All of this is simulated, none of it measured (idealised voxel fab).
Module name: voxel plated lines (process module)
The cross-section on display is named cut; it measures 300 nm wide, and its cells are 5 nm squares.
Just so we're on the same page, the cross-sections are grids of square cells, and they're listed out in bands top to bottom, each band one or more rows deep. Quick guide to a band line: top height, bottom height (nm) up front; then every material left to right with its width in nm. Only one material and it's marked "all across"? Then it fills the band edge to edge. And "empty" just means empty space. Heights are measured from 0, the level below which the as-received wafer is all one material; the lowest band has no bottom and continues downward, written as in "0 nm and below". Think of "30->40" as a width that walks from the first number to the second as you go down the band, top row to bottom row, taking equal-sized steps from row to row. The designation "remains unaltered", where it is given for a processing step, indicates that no cell of the cross-section was altered in the course of that step. Fully closed voids: empty space of 8 cells or more with no open way to the top, each as width x height at its distance from the left edge, in nm. What comes after the settings on a step's line is commentary from the simulator itself on that step. On any step carrying a mask, the "overlay nm" setting, if present on the step's line, tells how far right of its planned place the mask lay; negative values point to the left.

THE STEPS PLANNED FOR THE PROCESS ARE AS FOLLOWS
step 1: RECEIVE [material Si]
step 2: CONFORMAL_DEP [material Al2O3] [thk nm 5]
step 3: DIRECTIONAL_DEP [material TiN] [thk nm 5]
step 4: PATTERN [tone open] [mask id LINES] [material resist] [width nm 20] [pitch nm 35] [thk nm 25] [overlay nm 0]
step 5: EPI [material Ru] [thk nm 10]
step 6: EPI [material Ru] [thk nm 10]
step 7: STRIP [etch materials resist]
step 8: DIRECTIONAL_ETCH [etch materials TiN] [depth nm 5]
step 9: CONFORMAL_DEP [material SiN] [thk nm 5]

FIRST OF TWO WAFERS, WITH THE RUN CARRIED OUT AS PLANNED

AS-RECEIVED STATE OF THE WAFER IN CROSS-SECTION, EQUIVALENT TO POST-STEP 1
  0 nm and below = Si all across
  Fully closed voids: none

ONCE STEP 2 IS THROUGH, THE WAFER LOOKS LIKE THIS IN CROSS-SECTION
  5 nm to 0 nm = Al2O3 all across
  Everything under 0 stays put, no change at all.

ONCE STEP 3 IS THROUGH, THE WAFER LOOKS LIKE THIS IN CROSS-SECTION
  10 nm to 5 nm = TiN all across
  Everything under 5 stays put, no change at all.

ONCE STEP 4 IS THROUGH, THE WAFER LOOKS LIKE THIS IN CROSS-SECTION
  35 nm to 10 nm = 85 nm resist | 20 nm empty | 15 nm resist | 20 nm empty | 15 nm resist | 20 nm empty | 15 nm resist | 20 nm empty | 90 nm resist
  Everything under 10 stays put, no change at all.

ONCE STEP 5 IS THROUGH, THE WAFER LOOKS LIKE THIS IN CROSS-SECTION
  35 nm to 20 nm = 85 nm resist | 20 nm empty | 15 nm resist | 20 nm empty | 15 nm resist | 20 nm empty | 15 nm resist | 20 nm empty | 90 nm resist
  20 nm to 10 nm = 85 nm resist | 20 nm Ru | 15 nm resist | 20 nm Ru | 15 nm resist | 20 nm Ru | 15 nm resist | 20 nm Ru | 90 nm resist
  Everything under 10 stays put, no change at all.

ONCE STEP 6 IS THROUGH, THE WAFER LOOKS LIKE THIS IN CROSS-SECTION
  35 nm to 30 nm = 85 nm resist | 20 nm empty | 15 nm resist | 20 nm empty | 15 nm resist | 20 nm empty | 15 nm resist | 20 nm empty | 90 nm resist
  30 nm to 10 nm = 85 nm resist | 20 nm Ru | 15 nm resist | 20 nm Ru | 15 nm resist | 20 nm Ru | 15 nm resist | 20 nm Ru | 90 nm resist
  Everything under 10 stays put, no change at all.

ONCE STEP 7 IS THROUGH, THE WAFER LOOKS LIKE THIS IN CROSS-SECTION
  30 nm to 10 nm = 85 nm empty | 20 nm Ru | 15 nm empty | 20 nm Ru | 15 nm empty | 20 nm Ru | 15 nm empty | 20 nm Ru | 90 nm empty
  Everything under 10 stays put, no change at all.

ONCE STEP 8 IS THROUGH, THE WAFER LOOKS LIKE THIS IN CROSS-SECTION
  30 nm to 10 nm = 85 nm empty | 20 nm Ru | 15 nm empty | 20 nm Ru | 15 nm empty | 20 nm Ru | 15 nm empty | 20 nm Ru | 90 nm empty
  10 nm to 5 nm = 85 nm empty | 20 nm TiN | 15 nm empty | 20 nm TiN | 15 nm empty | 20 nm TiN | 15 nm empty | 20 nm TiN | 90 nm empty
  Everything under 5 stays put, no change at all.

ONCE STEP 9 IS THROUGH, THE WAFER LOOKS LIKE THIS IN CROSS-SECTION
  35 nm to 30 nm = 80 nm empty | 30 nm SiN | 5 nm empty | 30 nm SiN | 5 nm empty | 30 nm SiN | 5 nm empty | 30 nm SiN | 85 nm empty
  30 nm to 10 nm = 80 nm empty | 5 nm SiN | 20 nm Ru | 5 nm SiN | 5 nm empty | 5 nm SiN | 20 nm Ru | 5 nm SiN | 5 nm empty | 5 nm SiN | 20 nm Ru | 5 nm SiN | 5 nm empty | 5 nm SiN | 20 nm Ru | 5 nm SiN | 85 nm empty
  10 nm to 5 nm = 85 nm SiN | 20 nm TiN | 15 nm SiN | 20 nm TiN | 15 nm SiN | 20 nm TiN | 15 nm SiN | 20 nm TiN | 90 nm SiN
  Everything under 5 stays put, no change at all.

SECOND WAFER: SAME START AND SAME PLAN AS THE FIRST, ONE EXECUTION ERROR; IDENTICAL TO THE FIRST THROUGH STEP 3

CROSS-SECTIONAL VIEW OF THE SECOND WAFER AT THE INTENDED END TIME OF PROCESS STEP 4
  35 nm to 10 nm = 80 nm resist | 20 nm empty | 15 nm resist | 20 nm empty | 15 nm resist | 20 nm empty | 15 nm resist | 20 nm empty | 95 nm resist
  Everything under 10 stays put, no change at all.

CROSS-SECTIONAL VIEW OF THE SECOND WAFER AT THE INTENDED END TIME OF PROCESS STEP 5
  35 nm to 20 nm = 80 nm resist | 20 nm empty | 15 nm resist | 20 nm empty | 15 nm resist | 20 nm empty | 15 nm resist | 20 nm empty | 95 nm resist
  20 nm to 10 nm = 80 nm resist | 20 nm Ru | 15 nm resist | 20 nm Ru | 15 nm resist | 20 nm Ru | 15 nm resist | 20 nm Ru | 95 nm resist
  Everything under 10 stays put, no change at all.

CROSS-SECTIONAL VIEW OF THE SECOND WAFER AT THE INTENDED END TIME OF PROCESS STEP 6
  35 nm to 30 nm = 80 nm resist | 20 nm empty | 15 nm resist | 20 nm empty | 15 nm resist | 20 nm empty | 15 nm resist | 20 nm empty | 95 nm resist
  30 nm to 10 nm = 80 nm resist | 20 nm Ru | 15 nm resist | 20 nm Ru | 15 nm resist | 20 nm Ru | 15 nm resist | 20 nm Ru | 95 nm resist
  Everything under 10 stays put, no change at all.

CROSS-SECTIONAL VIEW OF THE SECOND WAFER AT THE INTENDED END TIME OF PROCESS STEP 7
  30 nm to 10 nm = 80 nm empty | 20 nm Ru | 15 nm empty | 20 nm Ru | 15 nm empty | 20 nm Ru | 15 nm empty | 20 nm Ru | 95 nm empty
  Everything under 10 stays put, no change at all.

CROSS-SECTIONAL VIEW OF THE SECOND WAFER AT THE INTENDED END TIME OF PROCESS STEP 8
  30 nm to 10 nm = 80 nm empty | 20 nm Ru | 15 nm empty | 20 nm Ru | 15 nm empty | 20 nm Ru | 15 nm empty | 20 nm Ru | 95 nm empty
  10 nm to 5 nm = 80 nm empty | 20 nm TiN | 15 nm empty | 20 nm TiN | 15 nm empty | 20 nm TiN | 15 nm empty | 20 nm TiN | 95 nm empty
  Everything under 5 stays put, no change at all.

CROSS-SECTIONAL VIEW OF THE SECOND WAFER AT THE INTENDED END TIME OF PROCESS STEP 9
  35 nm to 30 nm = 75 nm empty | 30 nm SiN | 5 nm empty | 30 nm SiN | 5 nm empty | 30 nm SiN | 5 nm empty | 30 nm SiN | 90 nm empty
  30 nm to 10 nm = 75 nm empty | 5 nm SiN | 20 nm Ru | 5 nm SiN | 5 nm empty | 5 nm SiN | 20 nm Ru | 5 nm SiN | 5 nm empty | 5 nm SiN | 20 nm Ru | 5 nm SiN | 5 nm empty | 5 nm SiN | 20 nm Ru | 5 nm SiN | 90 nm empty
  10 nm to 5 nm = 80 nm SiN | 20 nm TiN | 15 nm SiN | 20 nm TiN | 15 nm SiN | 20 nm TiN | 15 nm SiN | 20 nm TiN | 95 nm SiN
  Everything under 5 stays put, no change at all.
Which mistake was made when the wafer was run? off-plan run, step 4, actual operation and settings PATTERN [tone open] [mask id LINES] [material resist] [width nm 20] [pitch nm 35] [thk nm 25] [overlay nm -5]
By the end, you'd get the same cell count for each material on either wafer, but the second wafer puts them somewhere else.
